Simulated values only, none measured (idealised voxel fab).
process module | voxel wiring stack
cross-section cut | 280 nm wide | cells 5 nm
A cross-section is a grid of square cells, given in bands from the top down. A band is one or more rows of cells.
Each band's line starts with the height of the band's top and of its bottom, in nm. Then come its materials from left to right, each with its width in nm. One material with "throughout" fills the band from edge to edge. "air" is empty space.
Height 0 is the level under which the wafer as received is all one material. The lowest band goes on downwards, as in "0 down".
A width such as "30 to 40" changes by the same amount from each row of cells to the next, from the band's top row to its bottom row.
"no change" after a step means that no cell of the cross-section changed.
closed voids: empty space of 8 cells or more with no open way to the top, each as width x height at its distance from the left edge, in nm
after a step's settings: what the simulator itself notes on the step
overlay nm, on a step with a mask: how far to the right of its planned place the mask lay; to the left if negative
plan
1 op RECEIVE | material Si
2 op CONFORMAL_DEP | material SiO2 | thk nm 10
3 op DIRECTIONAL_DEP | material TiN | thk nm 5
4 op DIRECTIONAL_DEP | material W | thk nm 15
5 op MASKED_ETCH | tone cover | mask id METAL_1 | width nm 25 | pitch nm 40 | etch materials W | depth nm 15 | overlay nm 0
6 op MASKED_ETCH | tone cover | mask id METAL_1 | width nm 25 | pitch nm 40 | etch materials TiN | depth nm 5 | overlay nm 0
7 op CONFORMAL_DEP | material SiCN | thk nm 5
8 op FILL_DEP | material SiO2 | thk nm 5
9 op CMP | height nm 30
10 op CONFORMAL_DEP | material SiCN | thk nm 5
11 op DIRECTIONAL_DEP | material SiO2 | thk nm 20
12 op DIRECTIONAL_DEP | material aC | thk nm 15
13 op PATTERN | tone open | mask id PLUG_1 | material resist | width nm 15 | pitch nm 40 | thk nm 35 | overlay nm 0
14 op DIRECTIONAL_ETCH | etch materials aC | depth nm 15
15 op STRIP | etch materials resist
16 op DIRECTIONAL_ETCH | etch materials SiO2 | depth nm 20
17 op DIRECTIONAL_ETCH | etch materials SiCN | depth nm 5
18 op STRIP | etch materials aC
19 op CONFORMAL_DEP | material TiN | thk nm 5
20 op FILL_DEP | material Cu | thk nm 5
21 op CMP | height nm 55
22 op DIRECTIONAL_DEP | material TiN | thk nm 5
23 op DIRECTIONAL_DEP | material W | thk nm 15
24 op DIRECTIONAL_DEP | material aC | thk nm 15
25 op PATTERN | tone cover | mask id METAL_2 | material resist | width nm 25 | pitch nm 40 | thk nm 35 | overlay nm 0
26 op DIRECTIONAL_ETCH | etch materials aC | depth nm 15
27 op STRIP | etch materials resist
28 op DIRECTIONAL_ETCH | etch materials W | depth nm 15
29 op DIRECTIONAL_ETCH | etch materials TiN | depth nm 5
30 op STRIP | etch materials aC
31 op CONFORMAL_DEP | material SiN | thk nm 5
32 op FILL_DEP | material SiO2 | thk nm 5
33 op CMP | height nm 75
34 op CONFORMAL_DEP | material SiCN | thk nm 5
35 op DIRECTIONAL_DEP | material lowk | thk nm 30
36 op MASKED_ETCH | tone open | mask id METAL_3 | width nm 25 | pitch nm 40 | etch materials lowk | depth nm 20 | overlay nm 0
37 op DIRECTIONAL_DEP | material aC | thk nm 15
38 op PATTERN | tone open | mask id METAL_3_HOLES | material resist | width nm 15 | pitch nm 40 | thk nm 35 | overlay nm 0
39 op DIRECTIONAL_ETCH | etch materials aC | depth nm 15
40 op STRIP | etch materials resist
41 op DIRECTIONAL_ETCH | etch materials lowk | depth nm 10
42 op DIRECTIONAL_ETCH | etch materials SiCN | depth nm 5
43 op STRIP | etch materials aC
44 op CONFORMAL_DEP | material TiN | thk nm 5
45 op FILL_DEP | material Cu | thk nm 10
46 op CMP | height nm 110
47 op CONFORMAL_DEP | material SiCN | thk nm 5
48 op DIRECTIONAL_DEP | material SiO2 | thk nm 15
49 op DIRECTIONAL_DEP | material aC | thk nm 15
50 op PATTERN | tone open | mask id PLUG_3 | material resist | width nm 15 | thk nm 30 | overlay nm 0
51 op DIRECTIONAL_ETCH | etch materials aC | depth nm 15
52 op STRIP | etch materials resist
53 op DIRECTIONAL_ETCH | etch materials SiO2 | depth nm 15
54 op DIRECTIONAL_ETCH | etch materials SiCN | depth nm 5
55 op STRIP | etch materials aC
56 op CONFORMAL_DEP | material TiN | thk nm 5
57 op FILL_DEP | material Ru | thk nm 5
58 op CMP | height nm 130
59 op DIRECTIONAL_DEP | material TiN | thk nm 5
60 op DIRECTIONAL_DEP | material Ru | thk nm 25
61 op DIRECTIONAL_DEP | material aC | thk nm 10
62 op PATTERN | tone cover | mask id METAL_4 | material resist | width nm 25 | pitch nm 40 | thk nm 25 | overlay nm 0
63 op DIRECTIONAL_ETCH | etch materials aC | depth nm 10
64 op STRIP | etch materials resist
65 op DIRECTIONAL_ETCH | etch materials Ru | depth nm 25
66 op DIRECTIONAL_ETCH | etch materials TiN | depth nm 5
67 op STRIP | etch materials aC
68 op CONFORMAL_DEP | material SiN | thk nm 5
69 op FILL_DEP | material lowk | thk nm 10
70 op CMP | height nm 160
71 op CONFORMAL_DEP | material SiCN | thk nm 5
first wafer, as planned
as received, after step 1
  0 down: Si throughout
  closed voids: none
after step 2
  10 to 0: SiO2 throughout
  below 0: unchanged
after step 3
  15 to 10: TiN throughout
  below 10: unchanged
after step 4
  30 to 15: W throughout
  below 15: unchanged
after step 5
  30 to 15: air 105 | W 25 | air 15 | W 25 | air 110
  below 15: unchanged
after step 6
  30 to 15: air 105 | W 25 | air 15 | W 25 | air 110
  15 to 10: air 105 | TiN 25 | air 15 | TiN 25 | air 110
  below 10: unchanged
after step 7
  35 to 30: air 100 | SiCN 35 | air 5 | SiCN 35 | air 105
  30 to 15: air 100 | SiCN 5 | W 25 | SiCN 5 | air 5 | SiCN 5 | W 25 | SiCN 5 | air 105
  15 to 10: SiCN 105 | TiN 25 | SiCN 15 | TiN 25 | SiCN 110
  below 10: unchanged
after step 8
  40 to 35: SiO2 throughout
  35 to 30: SiO2 100 | SiCN 35 | SiO2 5 | SiCN 35 | SiO2 105
  30 to 15: SiO2 100 | SiCN 5 | W 25 | SiCN 5 | SiO2 5 | SiCN 5 | W 25 | SiCN 5 | SiO2 105
  below 15: unchanged
after step 9
  30 to 15: SiO2 100 | SiCN 5 | W 25 | SiCN 5 | SiO2 5 | SiCN 5 | W 25 | SiCN 5 | SiO2 105
  below 15: unchanged
after step 10
  35 to 30: SiCN throughout
  below 30: unchanged
after step 11
  55 to 35: SiO2 throughout
  below 35: unchanged
after step 12
  70 to 55: aC throughout
  below 55: unchanged
after step 13
  105 to 70: resist 105 | air 15 | resist 25 | air 15 | resist 120
  below 70: unchanged
after step 14
  90 to 70: resist 105 | air 15 | resist 25 | air 15 | resist 120
  70 to 55: aC 105 | air 15 | aC 25 | air 15 | aC 120
  below 55: unchanged
after step 15
  70 to 55: aC 105 | air 15 | aC 25 | air 15 | aC 120
  below 55: unchanged
after step 16
  70 to 55: aC 105 | air 15 | aC 25 | air 15 | aC 120
  55 to 35: SiO2 105 | air 15 | SiO2 25 | air 15 | SiO2 120
  below 35: unchanged
after step 17
  70 to 55: aC 105 | air 15 | aC 25 | air 15 | aC 120
  55 to 35: SiO2 105 | air 15 | SiO2 25 | air 15 | SiO2 120
  35 to 30: SiCN 105 | air 15 | SiCN 25 | air 15 | SiCN 120
  below 30: unchanged
after step 18
  55 to 35: SiO2 105 | air 15 | SiO2 25 | air 15 | SiO2 120
  below 35: unchanged
after step 19
  60 to 55: TiN 110 | air 5 | TiN 35 | air 5 | TiN 125
  55 to 35: SiO2 105 | TiN 5 | air 5 | TiN 5 | SiO2 25 | TiN 5 | air 5 | TiN 5 | SiO2 120
  35 to 30: SiCN 105 | TiN 15 | SiCN 25 | TiN 15 | SiCN 120
  below 30: unchanged
after step 20
  65 to 60: Cu throughout
  60 to 55: TiN 110 | Cu 5 | TiN 35 | Cu 5 | TiN 125
  55 to 35: SiO2 105 | TiN 5 | Cu 5 | TiN 5 | SiO2 25 | TiN 5 | Cu 5 | TiN 5 | SiO2 120
  below 35: unchanged
after step 21
  55 to 35: SiO2 105 | TiN 5 | Cu 5 | TiN 5 | SiO2 25 | TiN 5 | Cu 5 | TiN 5 | SiO2 120
  below 35: unchanged
after step 22
  60 to 55: TiN throughout
  below 55: unchanged
after step 23
  75 to 60: W throughout
  below 60: unchanged
after step 24
  90 to 75: aC throughout
  below 75: unchanged
after step 25
  125 to 90: air 105 | resist 25 | air 15 | resist 25 | air 110
  below 90: unchanged
after step 26
  110 to 90: air 105 | resist 25 | air 15 | resist 25 | air 110
  90 to 75: air 105 | aC 25 | air 15 | aC 25 | air 110
  below 75: unchanged
after step 27
  90 to 75: air 105 | aC 25 | air 15 | aC 25 | air 110
  below 75: unchanged
after step 28
  90 to 75: air 105 | aC 25 | air 15 | aC 25 | air 110
  75 to 60: air 105 | W 25 | air 15 | W 25 | air 110
  below 60: unchanged
after step 29
  90 to 75: air 105 | aC 25 | air 15 | aC 25 | air 110
  75 to 60: air 105 | W 25 | air 15 | W 25 | air 110
  60 to 55: air 105 | TiN 25 | air 15 | TiN 25 | air 110
  below 55: unchanged
after step 30
  75 to 60: air 105 | W 25 | air 15 | W 25 | air 110
  below 60: unchanged
after step 31
  80 to 75: air 100 | SiN 35 | air 5 | SiN 35 | air 105
  75 to 60: air 100 | SiN 5 | W 25 | SiN 5 | air 5 | SiN 5 | W 25 | SiN 5 | air 105
  60 to 55: SiN 105 | TiN 25 | SiN 15 | TiN 25 | SiN 110
  below 55: unchanged
after step 32
  85 to 80: SiO2 throughout
  80 to 75: SiO2 100 | SiN 35 | SiO2 5 | SiN 35 | SiO2 105
  75 to 60: SiO2 100 | SiN 5 | W 25 | SiN 5 | SiO2 5 | SiN 5 | W 25 | SiN 5 | SiO2 105
  below 60: unchanged
after step 33
  75 to 60: SiO2 100 | SiN 5 | W 25 | SiN 5 | SiO2 5 | SiN 5 | W 25 | SiN 5 | SiO2 105
  below 60: unchanged
after step 34
  80 to 75: SiCN throughout
  below 75: unchanged
after step 35
  110 to 80: lowk throughout
  below 80: unchanged
after step 36
  110 to 90: lowk 105 | air 25 | lowk 15 | air 25 | lowk 110
  below 90: unchanged
after step 37
  125 to 110: aC 105 | air 25 | aC 15 | air 25 | aC 110
  110 to 105: lowk 105 | air 25 | lowk 15 | air 25 | lowk 110
  105 to 90: lowk 105 | aC 25 | lowk 15 | aC 25 | lowk 110
  below 90: unchanged
after step 38
  160 to 125: resist 105 | air 15 | resist 25 | air 15 | resist 120
  125 to 110: aC 105 | air 15 | resist 10 | aC 15 | air 15 | resist 10 | aC 110
  110 to 105: lowk 105 | air 15 | resist 10 | lowk 15 | air 15 | resist 10 | lowk 110
  below 105: unchanged
after step 39
  145 to 125: resist 105 | air 15 | resist 25 | air 15 | resist 120
  125 to 110: aC 105 | air 15 | resist 10 | aC 15 | air 15 | resist 10 | aC 110
  110 to 105: lowk 105 | air 15 | resist 10 | lowk 15 | air 15 | resist 10 | lowk 110
  105 to 90: lowk 105 | air 15 | aC 10 | lowk 15 | air 15 | aC 10 | lowk 110
  below 90: unchanged
after step 40
  125 to 110: aC 105 | air 25 | aC 15 | air 25 | aC 110
  110 to 105: lowk 105 | air 25 | lowk 15 | air 25 | lowk 110
  below 105: unchanged
after step 41
  125 to 110: aC 105 | air 25 | aC 15 | air 25 | aC 110
  110 to 105: lowk 105 | air 25 | lowk 15 | air 25 | lowk 110
  105 to 90: lowk 105 | air 15 | aC 10 | lowk 15 | air 15 | aC 10 | lowk 110
  90 to 80: lowk 105 | air 15 | lowk 25 | air 15 | lowk 120
  below 80: unchanged
after step 42
  125 to 110: aC 105 | air 25 | aC 15 | air 25 | aC 110
  110 to 105: lowk 105 | air 25 | lowk 15 | air 25 | lowk 110
  105 to 90: lowk 105 | air 15 | aC 10 | lowk 15 | air 15 | aC 10 | lowk 110
  90 to 80: lowk 105 | air 15 | lowk 25 | air 15 | lowk 120
  80 to 75: SiCN 105 | air 15 | SiCN 25 | air 15 | SiCN 120
  below 75: unchanged
after step 43
  110 to 90: lowk 105 | air 25 | lowk 15 | air 25 | lowk 110
  below 90: unchanged
after step 44
  115 to 110: TiN 110 | air 15 | TiN 25 | air 15 | TiN 115
  110 to 95: lowk 105 | TiN 5 | air 15 | TiN 5 | lowk 15 | TiN 5 | air 15 | TiN 5 | lowk 110
  95 to 90: lowk 105 | TiN 5 | air 5 | TiN 15 | lowk 15 | TiN 5 | air 5 | TiN 15 | lowk 110
  90 to 80: lowk 105 | TiN 5 | air 5 | TiN 5 | lowk 25 | TiN 5 | air 5 | TiN 5 | lowk 120
  80 to 75: SiCN 105 | TiN 15 | SiCN 25 | TiN 15 | SiCN 120
  below 75: unchanged
after step 45
  125 to 115: Cu throughout
  115 to 110: TiN 110 | Cu 15 | TiN 25 | Cu 15 | TiN 115
  110 to 95: lowk 105 | TiN 5 | Cu 15 | TiN 5 | lowk 15 | TiN 5 | Cu 15 | TiN 5 | lowk 110
  95 to 90: lowk 105 | TiN 5 | Cu 5 | TiN 15 | lowk 15 | TiN 5 | Cu 5 | TiN 15 | lowk 110
  90 to 80: lowk 105 | TiN 5 | Cu 5 | TiN 5 | lowk 25 | TiN 5 | Cu 5 | TiN 5 | lowk 120
  below 80: unchanged
after step 46
  110 to 95: lowk 105 | TiN 5 | Cu 15 | TiN 5 | lowk 15 | TiN 5 | Cu 15 | TiN 5 | lowk 110
  below 95: unchanged
after step 47
  115 to 110: SiCN throughout
  below 110: unchanged
after step 48
  130 to 115: SiO2 throughout
  below 115: unchanged
after step 49
  145 to 130: aC throughout
  below 130: unchanged
after step 50
  175 to 145: resist 105 | air 15 | resist 160
  below 145: unchanged
after step 51
  160 to 145: resist 105 | air 15 | resist 160
  145 to 130: aC 105 | air 15 | aC 160
  below 130: unchanged
after step 52
  145 to 130: aC 105 | air 15 | aC 160
  below 130: unchanged
after step 53
  145 to 130: aC 105 | air 15 | aC 160
  130 to 115: SiO2 105 | air 15 | SiO2 160
  below 115: unchanged
after step 54
  145 to 130: aC 105 | air 15 | aC 160
  130 to 115: SiO2 105 | air 15 | SiO2 160
  115 to 110: SiCN 105 | air 15 | SiCN 160
  below 110: unchanged
after step 55
  130 to 115: SiO2 105 | air 15 | SiO2 160
  below 115: unchanged
after step 56
  135 to 130: TiN 110 | air 5 | TiN 165
  130 to 115: SiO2 105 | TiN 5 | air 5 | TiN 5 | SiO2 160
  115 to 110: SiCN 105 | TiN 15 | SiCN 160
  below 110: unchanged
after step 57
  140 to 135: Ru throughout
  135 to 130: TiN 110 | Ru 5 | TiN 165
  130 to 115: SiO2 105 | TiN 5 | Ru 5 | TiN 5 | SiO2 160
  below 115: unchanged
after step 58
  130 to 115: SiO2 105 | TiN 5 | Ru 5 | TiN 5 | SiO2 160
  below 115: unchanged
after step 59
  135 to 130: TiN throughout
  below 130: unchanged
after step 60
  160 to 135: Ru throughout
  below 135: unchanged
after step 61
  170 to 160: aC throughout
  below 160: unchanged
after step 62
  195 to 170: air 105 | resist 25 | air 15 | resist 25 | air 110
  below 170: unchanged
after step 63
  185 to 170: air 105 | resist 25 | air 15 | resist 25 | air 110
  170 to 160: air 105 | aC 25 | air 15 | aC 25 | air 110
  below 160: unchanged
after step 64
  170 to 160: air 105 | aC 25 | air 15 | aC 25 | air 110
  below 160: unchanged
after step 65
  170 to 160: air 105 | aC 25 | air 15 | aC 25 | air 110
  160 to 135: air 105 | Ru 25 | air 15 | Ru 25 | air 110
  below 135: unchanged
after step 66
  170 to 160: air 105 | aC 25 | air 15 | aC 25 | air 110
  160 to 135: air 105 | Ru 25 | air 15 | Ru 25 | air 110
  135 to 130: air 105 | TiN 25 | air 15 | TiN 25 | air 110
  below 130: unchanged
after step 67
  160 to 135: air 105 | Ru 25 | air 15 | Ru 25 | air 110
  below 135: unchanged
after step 68
  165 to 160: air 100 | SiN 35 | air 5 | SiN 35 | air 105
  160 to 135: air 100 | SiN 5 | Ru 25 | SiN 5 | air 5 | SiN 5 | Ru 25 | SiN 5 | air 105
  135 to 130: SiN 105 | TiN 25 | SiN 15 | TiN 25 | SiN 110
  below 130: unchanged
after step 69
  175 to 165: lowk throughout
  165 to 160: lowk 100 | SiN 35 | lowk 5 | SiN 35 | lowk 105
  160 to 135: lowk 100 | SiN 5 | Ru 25 | SiN 5 | lowk 5 | SiN 5 | Ru 25 | SiN 5 | lowk 105
  below 135: unchanged
after step 70
  160 to 135: lowk 100 | SiN 5 | Ru 25 | SiN 5 | lowk 5 | SiN 5 | Ru 25 | SiN 5 | lowk 105
  below 135: unchanged
after step 71
  165 to 160: SiCN throughout
  below 160: unchanged
second wafer: like start, like plan, one mistake. Through step 6 it matches the first wafer
when step 7 should have ended
  35 to 30: air 100 | Cu 35 | air 5 | Cu 35 | air 105
  30 to 15: air 100 | Cu 5 | W 25 | Cu 5 | air 5 | Cu 5 | W 25 | Cu 5 | air 105
  15 to 10: Cu 105 | TiN 25 | Cu 15 | TiN 25 | Cu 110
  below 10: unchanged
when step 8 should have ended
  40 to 35: SiO2 throughout
  35 to 30: SiO2 100 | Cu 35 | SiO2 5 | Cu 35 | SiO2 105
  30 to 15: SiO2 100 | Cu 5 | W 25 | Cu 5 | SiO2 5 | Cu 5 | W 25 | Cu 5 | SiO2 105
  below 15: unchanged
when step 9 should have ended
  30 to 15: SiO2 100 | Cu 5 | W 25 | Cu 5 | SiO2 5 | Cu 5 | W 25 | Cu 5 | SiO2 105
  below 15: unchanged
when step 10 should have ended
  35 to 30: SiCN throughout
  below 30: unchanged
when step 11 should have ended
  55 to 35: SiO2 throughout
  below 35: unchanged
when step 12 should have ended
  70 to 55: aC throughout
  below 55: unchanged
when step 13 should have ended
  105 to 70: resist 105 | air 15 | resist 25 | air 15 | resist 120
  below 70: unchanged
when step 14 should have ended
  90 to 70: resist 105 | air 15 | resist 25 | air 15 | resist 120
  70 to 55: aC 105 | air 15 | aC 25 | air 15 | aC 120
  below 55: unchanged
when step 15 should have ended
  70 to 55: aC 105 | air 15 | aC 25 | air 15 | aC 120
  below 55: unchanged
when step 16 should have ended
  70 to 55: aC 105 | air 15 | aC 25 | air 15 | aC 120
  55 to 35: SiO2 105 | air 15 | SiO2 25 | air 15 | SiO2 120
  below 35: unchanged
when step 17 should have ended
  70 to 55: aC 105 | air 15 | aC 25 | air 15 | aC 120
  55 to 35: SiO2 105 | air 15 | SiO2 25 | air 15 | SiO2 120
  35 to 30: SiCN 105 | air 15 | SiCN 25 | air 15 | SiCN 120
  below 30: unchanged
when step 18 should have ended
  55 to 35: SiO2 105 | air 15 | SiO2 25 | air 15 | SiO2 120
  below 35: unchanged
when step 19 should have ended
  60 to 55: TiN 110 | air 5 | TiN 35 | air 5 | TiN 125
  55 to 35: SiO2 105 | TiN 5 | air 5 | TiN 5 | SiO2 25 | TiN 5 | air 5 | TiN 5 | SiO2 120
  35 to 30: SiCN 105 | TiN 15 | SiCN 25 | TiN 15 | SiCN 120
  below 30: unchanged
when step 20 should have ended
  65 to 60: Cu throughout
  60 to 55: TiN 110 | Cu 5 | TiN 35 | Cu 5 | TiN 125
  55 to 35: SiO2 105 | TiN 5 | Cu 5 | TiN 5 | SiO2 25 | TiN 5 | Cu 5 | TiN 5 | SiO2 120
  below 35: unchanged
when step 21 should have ended
  55 to 35: SiO2 105 | TiN 5 | Cu 5 | TiN 5 | SiO2 25 | TiN 5 | Cu 5 | TiN 5 | SiO2 120
  below 35: unchanged
when step 22 should have ended
  60 to 55: TiN throughout
  below 55: unchanged
when step 23 should have ended
  75 to 60: W throughout
  below 60: unchanged
when step 24 should have ended
  90 to 75: aC throughout
  below 75: unchanged
when step 25 should have ended
  125 to 90: air 105 | resist 25 | air 15 | resist 25 | air 110
  below 90: unchanged
when step 26 should have ended
  110 to 90: air 105 | resist 25 | air 15 | resist 25 | air 110
  90 to 75: air 105 | aC 25 | air 15 | aC 25 | air 110
  below 75: unchanged
when step 27 should have ended
  90 to 75: air 105 | aC 25 | air 15 | aC 25 | air 110
  below 75: unchanged
when step 28 should have ended
  90 to 75: air 105 | aC 25 | air 15 | aC 25 | air 110
  75 to 60: air 105 | W 25 | air 15 | W 25 | air 110
  below 60: unchanged
when step 29 should have ended
  90 to 75: air 105 | aC 25 | air 15 | aC 25 | air 110
  75 to 60: air 105 | W 25 | air 15 | W 25 | air 110
  60 to 55: air 105 | TiN 25 | air 15 | TiN 25 | air 110
  below 55: unchanged
when step 30 should have ended
  75 to 60: air 105 | W 25 | air 15 | W 25 | air 110
  below 60: unchanged
when step 31 should have ended
  80 to 75: air 100 | SiN 35 | air 5 | SiN 35 | air 105
  75 to 60: air 100 | SiN 5 | W 25 | SiN 5 | air 5 | SiN 5 | W 25 | SiN 5 | air 105
  60 to 55: SiN 105 | TiN 25 | SiN 15 | TiN 25 | SiN 110
  below 55: unchanged
when step 32 should have ended
  85 to 80: SiO2 throughout
  80 to 75: SiO2 100 | SiN 35 | SiO2 5 | SiN 35 | SiO2 105
  75 to 60: SiO2 100 | SiN 5 | W 25 | SiN 5 | SiO2 5 | SiN 5 | W 25 | SiN 5 | SiO2 105
  below 60: unchanged
when step 33 should have ended
  75 to 60: SiO2 100 | SiN 5 | W 25 | SiN 5 | SiO2 5 | SiN 5 | W 25 | SiN 5 | SiO2 105
  below 60: unchanged
when step 34 should have ended
  80 to 75: SiCN throughout
  below 75: unchanged
when step 35 should have ended
  110 to 80: lowk throughout
  below 80: unchanged
when step 36 should have ended
  110 to 90: lowk 105 | air 25 | lowk 15 | air 25 | lowk 110
  below 90: unchanged
when step 37 should have ended
  125 to 110: aC 105 | air 25 | aC 15 | air 25 | aC 110
  110 to 105: lowk 105 | air 25 | lowk 15 | air 25 | lowk 110
  105 to 90: lowk 105 | aC 25 | lowk 15 | aC 25 | lowk 110
  below 90: unchanged
when step 38 should have ended
  160 to 125: resist 105 | air 15 | resist 25 | air 15 | resist 120
  125 to 110: aC 105 | air 15 | resist 10 | aC 15 | air 15 | resist 10 | aC 110
  110 to 105: lowk 105 | air 15 | resist 10 | lowk 15 | air 15 | resist 10 | lowk 110
  below 105: unchanged
when step 39 should have ended
  145 to 125: resist 105 | air 15 | resist 25 | air 15 | resist 120
  125 to 110: aC 105 | air 15 | resist 10 | aC 15 | air 15 | resist 10 | aC 110
  110 to 105: lowk 105 | air 15 | resist 10 | lowk 15 | air 15 | resist 10 | lowk 110
  105 to 90: lowk 105 | air 15 | aC 10 | lowk 15 | air 15 | aC 10 | lowk 110
  below 90: unchanged
when step 40 should have ended
  125 to 110: aC 105 | air 25 | aC 15 | air 25 | aC 110
  110 to 105: lowk 105 | air 25 | lowk 15 | air 25 | lowk 110
  below 105: unchanged
when step 41 should have ended
  125 to 110: aC 105 | air 25 | aC 15 | air 25 | aC 110
  110 to 105: lowk 105 | air 25 | lowk 15 | air 25 | lowk 110
  105 to 90: lowk 105 | air 15 | aC 10 | lowk 15 | air 15 | aC 10 | lowk 110
  90 to 80: lowk 105 | air 15 | lowk 25 | air 15 | lowk 120
  below 80: unchanged
when step 42 should have ended
  125 to 110: aC 105 | air 25 | aC 15 | air 25 | aC 110
  110 to 105: lowk 105 | air 25 | lowk 15 | air 25 | lowk 110
  105 to 90: lowk 105 | air 15 | aC 10 | lowk 15 | air 15 | aC 10 | lowk 110
  90 to 80: lowk 105 | air 15 | lowk 25 | air 15 | lowk 120
  80 to 75: SiCN 105 | air 15 | SiCN 25 | air 15 | SiCN 120
  below 75: unchanged
when step 43 should have ended
  110 to 90: lowk 105 | air 25 | lowk 15 | air 25 | lowk 110
  below 90: unchanged
when step 44 should have ended
  115 to 110: TiN 110 | air 15 | TiN 25 | air 15 | TiN 115
  110 to 95: lowk 105 | TiN 5 | air 15 | TiN 5 | lowk 15 | TiN 5 | air 15 | TiN 5 | lowk 110
  95 to 90: lowk 105 | TiN 5 | air 5 | TiN 15 | lowk 15 | TiN 5 | air 5 | TiN 15 | lowk 110
  90 to 80: lowk 105 | TiN 5 | air 5 | TiN 5 | lowk 25 | TiN 5 | air 5 | TiN 5 | lowk 120
  80 to 75: SiCN 105 | TiN 15 | SiCN 25 | TiN 15 | SiCN 120
  below 75: unchanged
when step 45 should have ended
  125 to 115: Cu throughout
  115 to 110: TiN 110 | Cu 15 | TiN 25 | Cu 15 | TiN 115
  110 to 95: lowk 105 | TiN 5 | Cu 15 | TiN 5 | lowk 15 | TiN 5 | Cu 15 | TiN 5 | lowk 110
  95 to 90: lowk 105 | TiN 5 | Cu 5 | TiN 15 | lowk 15 | TiN 5 | Cu 5 | TiN 15 | lowk 110
  90 to 80: lowk 105 | TiN 5 | Cu 5 | TiN 5 | lowk 25 | TiN 5 | Cu 5 | TiN 5 | lowk 120
  below 80: unchanged
when step 46 should have ended
  110 to 95: lowk 105 | TiN 5 | Cu 15 | TiN 5 | lowk 15 | TiN 5 | Cu 15 | TiN 5 | lowk 110
  below 95: unchanged
when step 47 should have ended
  115 to 110: SiCN throughout
  below 110: unchanged
when step 48 should have ended
  130 to 115: SiO2 throughout
  below 115: unchanged
when step 49 should have ended
  145 to 130: aC throughout
  below 130: unchanged
when step 50 should have ended
  175 to 145: resist 105 | air 15 | resist 160
  below 145: unchanged
when step 51 should have ended
  160 to 145: resist 105 | air 15 | resist 160
  145 to 130: aC 105 | air 15 | aC 160
  below 130: unchanged
when step 52 should have ended
  145 to 130: aC 105 | air 15 | aC 160
  below 130: unchanged
when step 53 should have ended
  145 to 130: aC 105 | air 15 | aC 160
  130 to 115: SiO2 105 | air 15 | SiO2 160
  below 115: unchanged
when step 54 should have ended
  145 to 130: aC 105 | air 15 | aC 160
  130 to 115: SiO2 105 | air 15 | SiO2 160
  115 to 110: SiCN 105 | air 15 | SiCN 160
  below 110: unchanged
when step 55 should have ended
  130 to 115: SiO2 105 | air 15 | SiO2 160
  below 115: unchanged
when step 56 should have ended
  135 to 130: TiN 110 | air 5 | TiN 165
  130 to 115: SiO2 105 | TiN 5 | air 5 | TiN 5 | SiO2 160
  115 to 110: SiCN 105 | TiN 15 | SiCN 160
  below 110: unchanged
when step 57 should have ended
  140 to 135: Ru throughout
  135 to 130: TiN 110 | Ru 5 | TiN 165
  130 to 115: SiO2 105 | TiN 5 | Ru 5 | TiN 5 | SiO2 160
  below 115: unchanged
when step 58 should have ended
  130 to 115: SiO2 105 | TiN 5 | Ru 5 | TiN 5 | SiO2 160
  below 115: unchanged
when step 59 should have ended
  135 to 130: TiN throughout
  below 130: unchanged
when step 60 should have ended
  160 to 135: Ru throughout
  below 135: unchanged
when step 61 should have ended
  170 to 160: aC throughout
  below 160: unchanged
when step 62 should have ended
  195 to 170: air 105 | resist 25 | air 15 | resist 25 | air 110
  below 170: unchanged
when step 63 should have ended
  185 to 170: air 105 | resist 25 | air 15 | resist 25 | air 110
  170 to 160: air 105 | aC 25 | air 15 | aC 25 | air 110
  below 160: unchanged
when step 64 should have ended
  170 to 160: air 105 | aC 25 | air 15 | aC 25 | air 110
  below 160: unchanged
when step 65 should have ended
  170 to 160: air 105 | aC 25 | air 15 | aC 25 | air 110
  160 to 135: air 105 | Ru 25 | air 15 | Ru 25 | air 110
  below 135: unchanged
when step 66 should have ended
  170 to 160: air 105 | aC 25 | air 15 | aC 25 | air 110
  160 to 135: air 105 | Ru 25 | air 15 | Ru 25 | air 110
  135 to 130: air 105 | TiN 25 | air 15 | TiN 25 | air 110
  below 130: unchanged
when step 67 should have ended
  160 to 135: air 105 | Ru 25 | air 15 | Ru 25 | air 110
  below 135: unchanged
when step 68 should have ended
  165 to 160: air 100 | SiN 35 | air 5 | SiN 35 | air 105
  160 to 135: air 100 | SiN 5 | Ru 25 | SiN 5 | air 5 | SiN 5 | Ru 25 | SiN 5 | air 105
  135 to 130: SiN 105 | TiN 25 | SiN 15 | TiN 25 | SiN 110
  below 130: unchanged
when step 69 should have ended
  175 to 165: lowk throughout
  165 to 160: lowk 100 | SiN 35 | lowk 5 | SiN 35 | lowk 105
  160 to 135: lowk 100 | SiN 5 | Ru 25 | SiN 5 | lowk 5 | SiN 5 | Ru 25 | SiN 5 | lowk 105
  below 135: unchanged
when step 70 should have ended
  160 to 135: lowk 100 | SiN 5 | Ru 25 | SiN 5 | lowk 5 | SiN 5 | Ru 25 | SiN 5 | lowk 105
  below 135: unchanged
when step 71 should have ended
  165 to 160: SiCN throughout
  below 160: unchanged
what went wrong: step 7 ran as: op CONFORMAL_DEP | material Cu | thk nm 5
at the end the second wafer has, in cells: 58 more of Cu | 58 fewer of SiCN
